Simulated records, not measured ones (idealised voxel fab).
Process module under the name voxel transistor to metal
The cross-section shown here is cut; it is 160 nm wide and divided into square cells measuring 5 nm on a side.
Cross-section, as written here: a square-cell grid given band by band from the top down, where a band holds one or more rows of cells. Read a band's entry like this: the first values are the height of its top and the height of its bottom in nm, and what follows is the sequence of materials from left to right, each with its width in nm. Note that "air" is empty space, and that a single material marked "all across" reaches across the band from edge to edge. Below 0: as-received wafer, all one material; heights counted from there. Lowest band: no bottom, goes on down, written "0 nm and below". So if you see something like "30 to 40" for the width, read it as the top row of the band sitting at the first number and the bottom row at the second, with every row in between moving by the same amount as the last. "left unchanged" means the step left every cell of the cross-section as it was. If an empty space has no open way to the top and is at least 8 cells in size, "Trapped voids" lists it, written width x height at distance, where distance is measured from the left edge and every value is in nm. If you see something after the settings on a step's line, that's the simulator's own remark about that step. The optional step-line setting "overlay nm" applies to steps with a mask and quantifies how far to the right of its planned location the mask lay, a negative value indicating leftward placement. Before/after cross-section pairs, one process step each; after shown to lowest changed band; step and settings beneath. Pairs may be from different runs of this module on the same starting wafer; a pair continues from the one above only where its "Pre-process cross-section" entry says so.

### Pre-process cross-section
  0 nm and below | Si all across
  Trapped voids: none

### Cross-Section After Step
  0 nm to -5 nm | SiO2 all across
  Everything below -5 is unchanged.
  Trapped voids: none
Step taken after the before cross-section and before the after cross-section above: OXIDIZE: depth nm 5

Pre-process cross-section: taken from the pair above, after panel.

### Cross-Section After Step
  10 nm to 0 nm | SiN all across
  Everything below 0 is unchanged.
  Trapped voids: none
Step taken after the before cross-section and before the after cross-section above: CONFORMAL_DEP: material SiN, thk nm 10

Pre-process cross-section: taken from the pair above, after panel.

### Cross-Section After Step
  20 nm to 10 nm | aC all across
  Everything below 10 is unchanged.
  Trapped voids: none
Step taken after the before cross-section and before the after cross-section above: DIRECTIONAL_DEP: material aC, thk nm 10

Pre-process cross-section: taken from the pair above, after panel.

### Cross-Section After Step
  45 nm to 20 nm | air 20, resist 120, air 20
  Everything below 20 is unchanged.
  Trapped voids: none
Step taken after the before cross-section and before the after cross-section above: PATTERN: tone cover, mask id ACTIVE, material resist, width nm 120, thk nm 25, overlay nm 0

Pre-process cross-section: taken from the pair above, after panel.

### Cross-Section After Step
  35 nm to 20 nm | air 20, resist 120, air 20
  20 nm to 10 nm | air 20, aC 120, air 20
  Everything below 10 is unchanged.
  Trapped voids: none
Step taken after the before cross-section and before the after cross-section above: DIRECTIONAL_ETCH: etch materials aC, depth nm 10

Pre-process cross-section: taken from the pair above, after panel.

### Cross-Section After Step
  20 nm to 10 nm | air 20, aC 120, air 20
  Everything below 10 is unchanged.
  Trapped voids: none
Step taken after the before cross-section and before the after cross-section above: STRIP: etch materials resist

Pre-process cross-section: taken from the pair above, after panel.

### Cross-Section After Step
  20 nm to 10 nm | air 20, aC 120, air 20
  10 nm to 0 nm | air 20, SiN 120, air 20
  Everything below 0 is unchanged.
  Trapped voids: none
Step taken after the before cross-section and before the after cross-section above: DIRECTIONAL_ETCH: etch materials SiN, depth nm 10

Pre-process cross-section: taken from the pair above, after panel.

### Cross-Section After Step
  20 nm to 10 nm | air 20, aC 120, air 20
  10 nm to 0 nm | air 20, SiN 120, air 20
  0 nm to -5 nm | air 20, SiO2 120, air 20
  Everything below -5 is unchanged.
  Trapped voids: none
Step taken after the before cross-section and before the after cross-section above: DIRECTIONAL_ETCH: etch materials SiO2, depth nm 5

Pre-process cross-section: taken from the pair above, after panel.

### Cross-Section After Step
  20 nm to 10 nm | air 20, aC 120, air 20
  10 nm to 0 nm | air 20, SiN 120, air 20
  0 nm to -5 nm | air 20, SiO2 120, air 20
  -5 nm to -25 nm | air 20, Si 120, air 20
  Everything below -25 is unchanged.
  Trapped voids: none
Step taken after the before cross-section and before the after cross-section above: DIRECTIONAL_ETCH: etch materials Si, depth nm 20

Pre-process cross-section: taken from the pair above, after panel.

### Cross-Section After Step
  10 nm to 0 nm | air 20, SiN 120, air 20
  Everything below 0 is unchanged.
  Trapped voids: none
Step taken after the before cross-section and before the after cross-section above: STRIP: etch materials aC

Pre-process cross-section: taken from the pair above, after panel.

### Cross-Section After Step
  10 nm to 0 nm | air 20, SiN 120, air 20
  0 nm to -5 nm | air 20, SiO2 120, air 20
  -5 nm to -25 nm | air 20, SiO2 5, Si 110, SiO2 5, air 20
  -25 nm to -30 nm | SiO2 25, Si 110, SiO2 25
  Everything below -30 is unchanged.
  Trapped voids: none
Step taken after the before cross-section and before the after cross-section above: OXIDIZE: depth nm 5

Pre-process cross-section: taken from the pair above, after panel.

### Cross-Section After Step
  15 nm to 10 nm | SiO2 all across
  10 nm to 0 nm | SiO2 20, SiN 120, SiO2 20
  0 nm to -5 nm | SiO2 all across
  -5 nm to -30 nm | SiO2 25, Si 110, SiO2 25
  Everything below -30 is unchanged.
  Trapped voids: none
Step taken after the before cross-section and before the after cross-section above: FILL_DEP: material SiO2, thk nm 5

Pre-process cross-section: taken from the pair above, after panel.

### Cross-Section After Step
  10 nm to 0 nm | SiO2 20, SiN 120, SiO2 20
  Everything below 0 is unchanged.
  Trapped voids: none
Step taken after the before cross-section and before the after cross-section above: CMP: height nm 10

Pre-process cross-section: taken from the pair above, after panel.

### Cross-Section After Step
  10 nm to 5 nm | air 20, SiN 120, air 20
  Everything below 5 is unchanged.
  Trapped voids: none
Step taken after the before cross-section and before the after cross-section above: SELECTIVE_ETCH: etch materials SiO2, depth nm 5

Pre-process cross-section: taken from the pair above, after panel.

### Cross-Section After Step
  5 nm to 0 nm | SiO2 20, air 120, SiO2 20
  Everything below 0 is unchanged.
  Trapped voids: none
Step taken after the before cross-section and before the after cross-section above: STRIP: etch materials SiN

Pre-process cross-section: taken from the pair above, after panel.

### Cross-Section After Step
  0 nm to -5 nm | SiO2 15, air 130, SiO2 15
  Everything below -5 is unchanged.
  Trapped voids: none
Step taken after the before cross-section and before the after cross-section above: SELECTIVE_ETCH: etch materials SiO2, depth nm 5

Pre-process cross-section: taken from the pair above, after panel.

### Cross-Section After Step
  0 nm to -5 nm | SiO2 15, air 130, SiO2 15
  -5 nm to -10 nm | SiO2 all across
  Everything below -10 is unchanged.
  Trapped voids: none
Step taken after the before cross-section and before the after cross-section above: OXIDIZE: depth nm 5

Pre-process cross-section: taken from the pair above, after panel.

### Cross-Section After Step
  30 nm to 25 nm | polySi 15, air 130, polySi 15
  25 nm to 0 nm | polySi all across
  0 nm to -5 nm | SiO2 15, polySi 130, SiO2 15
  Everything below -5 is unchanged.
  Trapped voids: none
Step taken after the before cross-section and before the after cross-section above: DIRECTIONAL_DEP: material polySi, thk nm 30

Pre-process cross-section: taken from the pair above, after panel.

### Cross-Section After Step
  40 nm to 35 nm | SiCN 15, air 130, SiCN 15
  35 nm to 30 nm | SiCN all across
  30 nm to 25 nm | polySi 15, SiCN 130, polySi 15
  Everything below 25 is unchanged.
  Trapped voids: none
Step taken after the before cross-section and before the after cross-section above: DIRECTIONAL_DEP: material SiCN, thk nm 10

Pre-process cross-section: taken from the pair above, after panel.

### Cross-Section After Step
  55 nm to 40 nm | air 70, resist 20, air 70
  40 nm to 35 nm | SiCN 15, air 55, resist 20, air 55, SiCN 15
  Everything below 35 is unchanged.
  Trapped voids: none
Step taken after the before cross-section and before the after cross-section above: PATTERN: tone cover, mask id GATE, material resist, width nm 20, thk nm 15, overlay nm 0

Pre-process cross-section: taken from the pair above, after panel.

### Cross-Section After Step
  55 nm to 35 nm | air 70, resist 20, air 70
  35 nm to 30 nm | air 70, SiCN 20, air 70
  30 nm to 25 nm | polySi 15, air 55, SiCN 20, air 55, polySi 15
  Everything below 25 is unchanged.
  Trapped voids: none
Step taken after the before cross-section and before the after cross-section above: DIRECTIONAL_ETCH: etch materials SiCN, depth nm 20

Pre-process cross-section: taken from the pair above, after panel.

### Cross-Section After Step
  55 nm to 35 nm | air 70, resist 20, air 70
  35 nm to 25 nm | air 70, SiCN 20, air 70
  25 nm to 0 nm | air 70, polySi 20, air 70
  0 nm to -5 nm | SiO2 15, air 55, polySi 20, air 55, SiO2 15
  Everything below -5 is unchanged.
  Trapped voids: none
Step taken after the before cross-section and before the after cross-section above: DIRECTIONAL_ETCH: etch materials polySi, depth nm 40

Pre-process cross-section: taken from the pair above, after panel.

### Cross-Section After Step
  35 nm to 25 nm | air 70, SiCN 20, air 70
  Everything below 25 is unchanged.
  Trapped voids: none
Step taken after the before cross-section and before the after cross-section above: STRIP: etch materials resist

Pre-process cross-section: taken from the pair above, after panel.

### Cross-Section After Step
  45 nm to 35 nm | air 60, SiN 40, air 60
  35 nm to 25 nm | air 60, SiN 10, SiCN 20, SiN 10, air 60
  25 nm to 10 nm | air 60, SiN 10, polySi 20, SiN 10, air 60
  10 nm to 5 nm | SiN 25, air 35, SiN 10, polySi 20, SiN 10, air 35, SiN 25
  5 nm to 0 nm | SiN 70, polySi 20, SiN 70
  0 nm to -5 nm | SiO2 15, SiN 55, polySi 20, SiN 55, SiO2 15
  Everything below -5 is unchanged.
  Trapped voids: none
Step taken after the before cross-section and before the after cross-section above: CONFORMAL_DEP: material SiN, thk nm 10

Pre-process cross-section: taken from the pair above, after panel.

### Cross-Section After Step
  35 nm to 25 nm | air 60, SiN 10, SiCN 20, SiN 10, air 60
  25 nm to 0 nm | air 60, SiN 10, polySi 20, SiN 10, air 60
  0 nm to -5 nm | SiO2 15, SiN 10, air 35, SiN 10, polySi 20, SiN 10, air 35, SiN 10, SiO2 15
  Everything below -5 is unchanged.
  Trapped voids: none
Step taken after the before cross-section and before the after cross-section above: DIRECTIONAL_ETCH: etch materials SiN, depth nm 10

Pre-process cross-section: taken from the pair above, after panel.

### Cross-Section After Step
  35 nm to 25 nm | air 60, SiN 10, SiCN 20, SiN 10, air 60
  25 nm to 0 nm | air 60, SiN 10, polySi 20, SiN 10, air 60
  0 nm to -5 nm | air 15, SiN 10, air 35, SiN 10, polySi 20, SiN 10, air 35, SiN 10, air 15
  -5 nm to -10 nm | SiO2 25, air 35, SiO2 40, air 35, SiO2 25
  Everything below -10 is unchanged.
  Trapped voids: none
Step taken after the before cross-section and before the after cross-section above: DIRECTIONAL_ETCH: etch materials SiO2, depth nm 5

Pre-process cross-section: taken from the pair above, after panel.

### Cross-Section After Step
  35 nm to 25 nm | air 60, SiN 10, SiCN 20, SiN 10, air 60
  25 nm to 0 nm | air 60, SiN 10, polySi 20, SiN 10, air 60
  0 nm to -5 nm | air 15, SiN 10, air 35, SiN 10, polySi 20, SiN 10, air 35, SiN 10, air 15
  -5 nm to -10 nm | SiO2 25, nSi 35, SiO2 40, nSi 35, SiO2 25
  Everything below -10 is unchanged.
  Trapped voids: none
Step taken after the before cross-section and before the after cross-section above: EPI: material nSi, thk nm 5

Pre-process cross-section: taken from the pair above, after panel.

### Cross-Section After Step
  40 nm to 35 nm | SiO2 all across
  35 nm to 25 nm | SiO2 60, SiN 10, SiCN 20, SiN 10, SiO2 60
  25 nm to 0 nm | SiO2 60, SiN 10, polySi 20, SiN 10, SiO2 60
  0 nm to -5 nm | SiO2 15, SiN 10, SiO2 35, SiN 10, polySi 20, SiN 10, SiO2 35, SiN 10, SiO2 15
  Everything below -5 is unchanged.
  Trapped voids: none
Step taken after the before cross-section and before the after cross-section above: FILL_DEP: material SiO2, thk nm 5

Pre-process cross-section: taken from the pair above, after panel.

### Cross-Section After Step
  35 nm to 25 nm | SiO2 60, SiN 10, SiCN 20, SiN 10, SiO2 60
  Everything below 25 is unchanged.
  Trapped voids: none
Step taken after the before cross-section and before the after cross-section above: CMP: height nm 35

Pre-process cross-section: taken from the pair above, after panel.

### Cross-Section After Step
  50 nm to 35 nm | SiO2 all across
  Everything below 35 is unchanged.
  Trapped voids: none
Step taken after the before cross-section and before the after cross-section above: DIRECTIONAL_DEP: material SiO2, thk nm 15

Pre-process cross-section: taken from the pair above, after panel.

### Cross-Section After Step
  50 nm to 35 nm | SiO2 30, air 35, SiO2 30, air 35, SiO2 30
  35 nm to 25 nm | SiO2 30, air 30, SiN 10, SiCN 20, SiN 10, air 30, SiO2 30
  25 nm to 0 nm | SiO2 30, air 30, SiN 10, polySi 20, SiN 10, air 30, SiO2 30
  0 nm to -5 nm | SiO2 15, SiN 10, SiO2 5, air 30, SiN 10, polySi 20, SiN 10, air 30, SiO2 5, SiN 10, SiO2 15
  Everything below -5 is unchanged.
  Trapped voids: none
Step taken after the before cross-section and before the after cross-section above: MASKED_ETCH: tone open, mask id CONTACT, width nm 35, pitch nm 65, etch materials SiO2, depth nm 55, overlay nm 0

Pre-process cross-section: taken from the pair above, after panel.

### Cross-Section After Step
  55 nm to 50 nm | TiN 35, air 25, TiN 40, air 25, TiN 35
  50 nm to 40 nm | SiO2 30, TiN 5, air 25, TiN 5, SiO2 30, TiN 5, air 25, TiN 5, SiO2 30
  40 nm to 35 nm | SiO2 30, TiN 5, air 20, TiN 10, SiO2 30, TiN 10, air 20, TiN 5, SiO2 30
  35 nm to 25 nm | SiO2 30, TiN 5, air 20, TiN 5, SiN 10, SiCN 20, SiN 10, TiN 5, air 20, TiN 5, SiO2 30
  25 nm to 0 nm | SiO2 30, TiN 5, air 20, TiN 5, SiN 10, polySi 20, SiN 10, TiN 5, air 20, TiN 5, SiO2 30
  0 nm to -5 nm | SiO2 15, SiN 10, SiO2 5, TiN 30, SiN 10, polySi 20, SiN 10, TiN 30, SiO2 5, SiN 10, SiO2 15
  Everything below -5 is unchanged.
  Trapped voids: none
Step taken after the before cross-section and before the after cross-section above: CONFORMAL_DEP: material TiN, thk nm 5

Pre-process cross-section: taken from the pair above, after panel.

### Cross-Section After Step
  65 nm to 55 nm | Ru all across
  55 nm to 50 nm | TiN 35, Ru 25, TiN 40, Ru 25, TiN 35
  50 nm to 40 nm | SiO2 30, TiN 5, Ru 25, TiN 5, SiO2 30, TiN 5, Ru 25, TiN 5, SiO2 30
  40 nm to 35 nm | SiO2 30, TiN 5, Ru 20, TiN 10, SiO2 30, TiN 10, Ru 20, TiN 5, SiO2 30
  35 nm to 25 nm | SiO2 30, TiN 5, Ru 20, TiN 5, SiN 10, SiCN 20, SiN 10, TiN 5, Ru 20, TiN 5, SiO2 30
  25 nm to 0 nm | SiO2 30, TiN 5, Ru 20, TiN 5, SiN 10, polySi 20, SiN 10, TiN 5, Ru 20, TiN 5, SiO2 30
  Everything below 0 is unchanged.
  Trapped voids: none
Step taken after the before cross-section and before the after cross-section above: FILL_DEP: material Ru, thk nm 10

Pre-process cross-section: taken from the pair above, after panel.

### Cross-Section After Step
  50 nm to 40 nm | SiO2 30, TiN 5, Ru 25, TiN 5, SiO2 30, TiN 5, Ru 25, TiN 5, SiO2 30
  Everything below 40 is unchanged.
  Trapped voids: none
Step taken after the before cross-section and before the after cross-section above: CMP: height nm 50

Pre-process cross-section: taken from the pair above, after panel.

### Cross-Section After Step
  55 nm to 50 nm | SiN all across
  Everything below 50 is unchanged.
  Trapped voids: none
Step taken after the before cross-section and before the after cross-section above: CONFORMAL_DEP: material SiN, thk nm 5

Pre-process cross-section: taken from the pair above, after panel.

### Cross-Section After Step
  80 nm to 55 nm | SiO2 all across
  Everything below 55 is unchanged.
  Trapped voids: none
Step taken after the before cross-section and before the after cross-section above: DIRECTIONAL_DEP: material SiO2, thk nm 25

Pre-process cross-section: taken from the pair above, after panel.

### Cross-Section After Step
  95 nm to 80 nm | aC all across
  Everything below 80 is unchanged.
  Trapped voids: none
Step taken after the before cross-section and before the after cross-section above: DIRECTIONAL_DEP: material aC, thk nm 15

Pre-process cross-section: taken from the pair above, after panel.

### Cross-Section After Step
  125 nm to 95 nm | resist 30, air 20, resist 60, air 20, resist 30
  Everything below 95 is unchanged.
  Trapped voids: none
Step taken after the before cross-section and before the after cross-section above: PATTERN: tone open, mask id METAL_1, material resist, width nm 20, pitch nm 80, thk nm 30, overlay nm 0

Pre-process cross-section: taken from the pair above, after panel.

### Cross-Section After Step
  110 nm to 95 nm | resist 30, air 20, resist 60, air 20, resist 30
  95 nm to 80 nm | aC 30, air 20, aC 60, air 20, aC 30
  Everything below 80 is unchanged.
  Trapped voids: none
Step taken after the before cross-section and before the after cross-section above: DIRECTIONAL_ETCH: etch materials aC, depth nm 15

Pre-process cross-section: taken from the pair above, after panel.

### Cross-Section After Step
  95 nm to 80 nm | aC 30, air 20, aC 60, air 20, aC 30
  Everything below 80 is unchanged.
  Trapped voids: none
Step taken after the before cross-section and before the after cross-section above: STRIP: etch materials resist

Pre-process cross-section: taken from the pair above, after panel.

### Cross-Section After Step
  95 nm to 80 nm | aC 30, air 20, aC 60, air 20, aC 30
  80 nm to 55 nm | SiO2 30, air 20, SiO2 60, air 20, SiO2 30
  Everything below 55 is unchanged.
  Trapped voids: none
Step taken after the before cross-section and before the after cross-section above: DIRECTIONAL_ETCH: etch materials SiO2, depth nm 25

Pre-process cross-section: taken from the pair above, after panel.

### Cross-Section After Step
  95 nm to 80 nm | aC 30, air 20, aC 60, air 20, aC 30
  80 nm to 55 nm | SiO2 30, air 20, SiO2 60, air 20, SiO2 30
  55 nm to 50 nm | SiN 30, air 20, SiN 60, air 20, SiN 30
  Everything below 50 is unchanged.
  Trapped voids: none
Step taken after the before cross-section and before the after cross-section above: DIRECTIONAL_ETCH: etch materials SiN, depth nm 5

Pre-process cross-section: taken from the pair above, after panel.

### Cross-Section After Step
  80 nm to 55 nm | SiO2 30, air 20, SiO2 60, air 20, SiO2 30
  Everything below 55 is unchanged.
  Trapped voids: none
Step taken after the before cross-section and before the after cross-section above: STRIP: etch materials aC

Pre-process cross-section: taken from the pair above, after panel.

### Cross-Section After Step
  85 nm to 80 nm | TiN 35, air 10, TiN 70, air 10, TiN 35
  80 nm to 55 nm | SiO2 30, TiN 5, air 10, TiN 5, SiO2 60, TiN 5, air 10, TiN 5, SiO2 30
  55 nm to 50 nm | SiN 30, TiN 20, SiN 60, TiN 20, SiN 30
  Everything below 50 is unchanged.
  Trapped voids: none
Step taken after the before cross-section and before the after cross-section above: CONFORMAL_DEP: material TiN, thk nm 5

Pre-process cross-section: taken from the pair above, after panel.

### Cross-Section After Step
  90 nm to 85 nm | W all across
  85 nm to 80 nm | TiN 35, W 10, TiN 70, W 10, TiN 35
  80 nm to 55 nm | SiO2 30, TiN 5, W 10, TiN 5, SiO2 60, TiN 5, W 10, TiN 5, SiO2 30
  Everything below 55 is unchanged.
  Trapped voids: none
Step taken after the before cross-section and before the after cross-section above: FILL_DEP: material W, thk nm 5

Pre-process cross-section: taken from the pair above, after panel.

### Cross-Section After Step
  80 nm to 55 nm | SiO2 30, TiN 5, W 10, TiN 5, SiO2 60, TiN 5, W 10, TiN 5, SiO2 30
  Everything below 55 is unchanged.
  Trapped voids: none
Step taken after the before cross-section and before the after cross-section above: CMP: height nm 80

Pre-process cross-section: taken from the pair above, after panel.

### Cross-Section After Step
  85 nm to 80 nm | SiN all across
  Everything below 80 is unchanged.
  Trapped voids: none
Step taken after the before cross-section and before the after cross-section above: CONFORMAL_DEP: material SiN, thk nm 5

### Pre-process cross-section
  65 nm to 55 nm | Ru all across
  55 nm to 50 nm | TiN 35, Ru 25, TiN 40, Ru 25, TiN 35
  50 nm to 40 nm | SiO2 30, TiN 5, Ru 25, TiN 5, SiO2 30, TiN 5, Ru 25, TiN 5, SiO2 30
  40 nm to 35 nm | SiO2 30, TiN 5, Ru 20, TiN 10, SiO2 30, TiN 10, Ru 20, TiN 5, SiO2 30
  35 nm to 25 nm | SiO2 30, TiN 5, Ru 20, TiN 5, SiN 10, SiCN 20, SiN 10, TiN 5, Ru 20, TiN 5, SiO2 30
  25 nm to 0 nm | SiO2 30, TiN 5, Ru 20, TiN 5, SiN 10, polySi 20, SiN 10, TiN 5, Ru 20, TiN 5, SiO2 30
  0 nm to -5 nm | SiO2 15, SiN 10, SiO2 5, TiN 30, SiN 10, polySi 20, SiN 10, TiN 30, SiO2 5, SiN 10, SiO2 15
  -5 nm to -10 nm | SiO2 25, nSi 35, SiO2 40, nSi 35, SiO2 25
  -10 nm to -30 nm | SiO2 25, Si 110, SiO2 25
  -30 nm and below | Si all across
  Trapped voids: none

### Cross-Section After Step
  70 nm to 65 nm | SiN all across
  Everything below 65 is unchanged.
  Trapped voids: none
Step taken after the before cross-section and before the after cross-section above: CONFORMAL_DEP: material SiN, thk nm 5

Pre-process cross-section: taken from the pair above, after panel.

### Cross-Section After Step
  95 nm to 70 nm | SiO2 all across
  Everything below 70 is unchanged.
  Trapped voids: none
Step taken after the before cross-section and before the after cross-section above: DIRECTIONAL_DEP: material SiO2, thk nm 25

Pre-process cross-section: taken from the pair above, after panel.

### Cross-Section After Step
  110 nm to 95 nm | aC all across
  Everything below 95 is unchanged.
  Trapped voids: none
Step taken after the before cross-section and before the after cross-section above: DIRECTIONAL_DEP: material aC, thk nm 15

Pre-process cross-section: taken from the pair above, after panel.

### Cross-Section After Step
  140 nm to 110 nm | resist 30, air 20, resist 60, air 20, resist 30
  Everything below 110 is unchanged.
  Trapped voids: none
Step taken after the before cross-section and before the after cross-section above: PATTERN: tone open, mask id METAL_1, material resist, width nm 20, pitch nm 80, thk nm 30, overlay nm 0

Pre-process cross-section: taken from the pair above, after panel.

### Cross-Section After Step
  125 nm to 110 nm | resist 30, air 20, resist 60, air 20, resist 30
  110 nm to 95 nm | aC 30, air 20, aC 60, air 20, aC 30
  Everything below 95 is unchanged.
  Trapped voids: none
Step taken after the before cross-section and before the after cross-section above: DIRECTIONAL_ETCH: etch materials aC, depth nm 15

Pre-process cross-section: taken from the pair above, after panel.

### Cross-Section After Step
  110 nm to 95 nm | aC 30, air 20, aC 60, air 20, aC 30
  Everything below 95 is unchanged.
  Trapped voids: none
Step taken after the before cross-section and before the after cross-section above: STRIP: etch materials resist

Pre-process cross-section: taken from the pair above, after panel.

### Cross-Section After Step
  110 nm to 95 nm | aC 30, air 20, aC 60, air 20, aC 30
  95 nm to 70 nm | SiO2 30, air 20, SiO2 60, air 20, SiO2 30
  Everything below 70 is unchanged.
  Trapped voids: none
Step taken after the before cross-section and before the after cross-section above: DIRECTIONAL_ETCH: etch materials SiO2, depth nm 25

Pre-process cross-section: taken from the pair above, after panel.

### Cross-Section After Step
  110 nm to 95 nm | aC 30, air 20, aC 60, air 20, aC 30
  95 nm to 70 nm | SiO2 30, air 20, SiO2 60, air 20, SiO2 30
  70 nm to 65 nm | SiN 30, air 20, SiN 60, air 20, SiN 30
  Everything below 65 is unchanged.
  Trapped voids: none
Step taken after the before cross-section and before the after cross-section above: DIRECTIONAL_ETCH: etch materials SiN, depth nm 5

Pre-process cross-section: taken from the pair above, after panel.

### Cross-Section After Step
  95 nm to 70 nm | SiO2 30, air 20, SiO2 60, air 20, SiO2 30
  Everything below 70 is unchanged.
  Trapped voids: none
Step taken after the before cross-section and before the after cross-section above: STRIP: etch materials aC

Pre-process cross-section: taken from the pair above, after panel.

### Cross-Section After Step
  100 nm to 95 nm | TiN 35, air 10, TiN 70, air 10, TiN 35
  95 nm to 70 nm | SiO2 30, TiN 5, air 10, TiN 5, SiO2 60, TiN 5, air 10, TiN 5, SiO2 30
  70 nm to 65 nm | SiN 30, TiN 20, SiN 60, TiN 20, SiN 30
  Everything below 65 is unchanged.
  Trapped voids: none
Step taken after the before cross-section and before the after cross-section above: CONFORMAL_DEP: material TiN, thk nm 5

Pre-process cross-section: taken from the pair above, after panel.

### Cross-Section After Step
  105 nm to 100 nm | W all across
  100 nm to 95 nm | TiN 35, W 10, TiN 70, W 10, TiN 35
  95 nm to 70 nm | SiO2 30, TiN 5, W 10, TiN 5, SiO2 60, TiN 5, W 10, TiN 5, SiO2 30
  Everything below 70 is unchanged.
  Trapped voids: none
Step taken after the before cross-section and before the after cross-section above: FILL_DEP: material W, thk nm 5

Pre-process cross-section: taken from the pair above, after panel.

### Cross-Section After Step
  80 nm to 70 nm | SiO2 30, TiN 5, W 10, TiN 5, SiO2 60, TiN 5, W 10, TiN 5, SiO2 30
  Everything below 70 is unchanged.
  Trapped voids: none
Step taken after the before cross-section and before the after cross-section above: CMP: height nm 80

Pre-process cross-section: taken from the pair above, after panel.

### Cross-Section After Step
  85 nm to 80 nm | SiN all across
  Everything below 80 is unchanged.
  Trapped voids: none
Step taken after the before cross-section and before the after cross-section above: CONFORMAL_DEP: material SiN, thk nm 5

### Pre-process cross-section
  20 nm to 10 nm | air 20, aC 120, air 20
  10 nm to 0 nm | air 20, SiN 120, air 20
  0 nm to -5 nm | air 20, SiO2 120, air 20
  -5 nm to -25 nm | air 20, Si 120, air 20
  -25 nm and below | Si all across
  Trapped voids: none

### Cross-Section After Step
  20 nm to 10 nm | air 20, aC 120, air 20
  10 nm to 0 nm | air 20, SiN 120, air 20
  0 nm to -5 nm | air 20, SiO2 120, air 20
  -5 nm to -45 nm | air 20, Si 120, air 20
  Everything below -45 is unchanged.
  Trapped voids: none
Step taken after the before cross-section and before the after cross-section above: DIRECTIONAL_ETCH: etch materials Si, depth nm 20

Pre-process cross-section: taken from the pair above, after panel.

### Cross-Section After Step
  10 nm to 0 nm | air 20, SiN 120, air 20
  Everything below 0 is unchanged.
  Trapped voids: none
Step taken after the before cross-section and before the after cross-section above: STRIP: etch materials aC

Pre-process cross-section: taken from the pair above, after panel.

### Cross-Section After Step
  10 nm to 0 nm | air 20, SiN 120, air 20
  0 nm to -5 nm | air 20, SiO2 120, air 20
  -5 nm to -45 nm | air 20, SiO2 5, Si 110, SiO2 5, air 20
  -45 nm to -50 nm | SiO2 25, Si 110, SiO2 25
  Everything below -50 is unchanged.
  Trapped voids: none
Step taken after the before cross-section and before the after cross-section above: OXIDIZE: depth nm 5

Pre-process cross-section: taken from the pair above, after panel.

### Cross-Section After Step
  15 nm to 10 nm | SiO2 all across
  10 nm to 0 nm | SiO2 20, SiN 120, SiO2 20
  0 nm to -5 nm | SiO2 all across
  -5 nm to -50 nm | SiO2 25, Si 110, SiO2 25
  Everything below -50 is unchanged.
  Trapped voids: none
Step taken after the before cross-section and before the after cross-section above: FILL_DEP: material SiO2, thk nm 5

Pre-process cross-section: taken from the pair above, after panel.

### Cross-Section After Step
  10 nm to 0 nm | SiO2 20, SiN 120, SiO2 20
  Everything below 0 is unchanged.
  Trapped voids: none
Step taken after the before cross-section and before the after cross-section above: CMP: height nm 10

Pre-process cross-section: taken from the pair above, after panel.

### Cross-Section After Step
  10 nm to 5 nm | air 20, SiN 120, air 20
  Everything below 5 is unchanged.
  Trapped voids: none
Step taken after the before cross-section and before the after cross-section above: SELECTIVE_ETCH: etch materials SiO2, depth nm 5

Pre-process cross-section: taken from the pair above, after panel.

### Cross-Section After Step
  5 nm to 0 nm | SiO2 20, air 120, SiO2 20
  Everything below 0 is unchanged.
  Trapped voids: none
Step taken after the before cross-section and before the after cross-section above: STRIP: etch materials SiN

Pre-process cross-section: taken from the pair above, after panel.

### Cross-Section After Step
  0 nm to -5 nm | SiO2 15, air 130, SiO2 15
  Everything below -5 is unchanged.
  Trapped voids: none
Step taken after the before cross-section and before the after cross-section above: SELECTIVE_ETCH: etch materials SiO2, depth nm 5

Pre-process cross-section: taken from the pair above, after panel.

### Cross-Section After Step
  0 nm to -5 nm | SiO2 15, air 130, SiO2 15
  -5 nm to -10 nm | SiO2 all across
  Everything below -10 is unchanged.
  Trapped voids: none
Step taken after the before cross-section and before the after cross-section above: OXIDIZE: depth nm 5

Pre-process cross-section: taken from the pair above, after panel.

### Cross-Section After Step
  30 nm to 25 nm | polySi 15, air 130, polySi 15
  25 nm to 0 nm | polySi all across
  0 nm to -5 nm | SiO2 15, polySi 130, SiO2 15
  Everything below -5 is unchanged.
  Trapped voids: none
Step taken after the before cross-section and before the after cross-section above: DIRECTIONAL_DEP: material polySi, thk nm 30

Pre-process cross-section: taken from the pair above, after panel.

### Cross-Section After Step
  40 nm to 35 nm | SiCN 15, air 130, SiCN 15
  35 nm to 30 nm | SiCN all across
  30 nm to 25 nm | polySi 15, SiCN 130, polySi 15
  Everything below 25 is unchanged.
  Trapped voids: none
Step taken after the before cross-section and before the after cross-section above: DIRECTIONAL_DEP: material SiCN, thk nm 10

Pre-process cross-section: taken from the pair above, after panel.

### Cross-Section After Step
  55 nm to 40 nm | air 70, resist 20, air 70
  40 nm to 35 nm | SiCN 15, air 55, resist 20, air 55, SiCN 15
  Everything below 35 is unchanged.
  Trapped voids: none
Step taken after the before cross-section and before the after cross-section above: PATTERN: tone cover, mask id GATE, material resist, width nm 20, thk nm 15, overlay nm 0

Pre-process cross-section: taken from the pair above, after panel.

### Cross-Section After Step
  55 nm to 35 nm | air 70, resist 20, air 70
  35 nm to 30 nm | air 70, SiCN 20, air 70
  30 nm to 25 nm | polySi 15, air 55, SiCN 20, air 55, polySi 15
  Everything below 25 is unchanged.
  Trapped voids: none
Step taken after the before cross-section and before the after cross-section above: DIRECTIONAL_ETCH: etch materials SiCN, depth nm 20

Pre-process cross-section: taken from the pair above, after panel.

### Cross-Section After Step
  55 nm to 35 nm | air 70, resist 20, air 70
  35 nm to 25 nm | air 70, SiCN 20, air 70
  25 nm to 0 nm | air 70, polySi 20, air 70
  0 nm to -5 nm | SiO2 15, air 55, polySi 20, air 55, SiO2 15
  Everything below -5 is unchanged.
  Trapped voids: none
Step taken after the before cross-section and before the after cross-section above: DIRECTIONAL_ETCH: etch materials polySi, depth nm 40

Pre-process cross-section: taken from the pair above, after panel.

### Cross-Section After Step
  35 nm to 25 nm | air 70, SiCN 20, air 70
  Everything below 25 is unchanged.
  Trapped voids: none
Step taken after the before cross-section and before the after cross-section above: STRIP: etch materials resist

Pre-process cross-section: taken from the pair above, after panel.

### Cross-Section After Step
  45 nm to 35 nm | air 60, SiN 40, air 60
  35 nm to 25 nm | air 60, SiN 10, SiCN 20, SiN 10, air 60
  25 nm to 10 nm | air 60, SiN 10, polySi 20, SiN 10, air 60
  10 nm to 5 nm | SiN 25, air 35, SiN 10, polySi 20, SiN 10, air 35, SiN 25
  5 nm to 0 nm | SiN 70, polySi 20, SiN 70
  0 nm to -5 nm | SiO2 15, SiN 55, polySi 20, SiN 55, SiO2 15
  Everything below -5 is unchanged.
  Trapped voids: none
Step taken after the before cross-section and before the after cross-section above: CONFORMAL_DEP: material SiN, thk nm 10
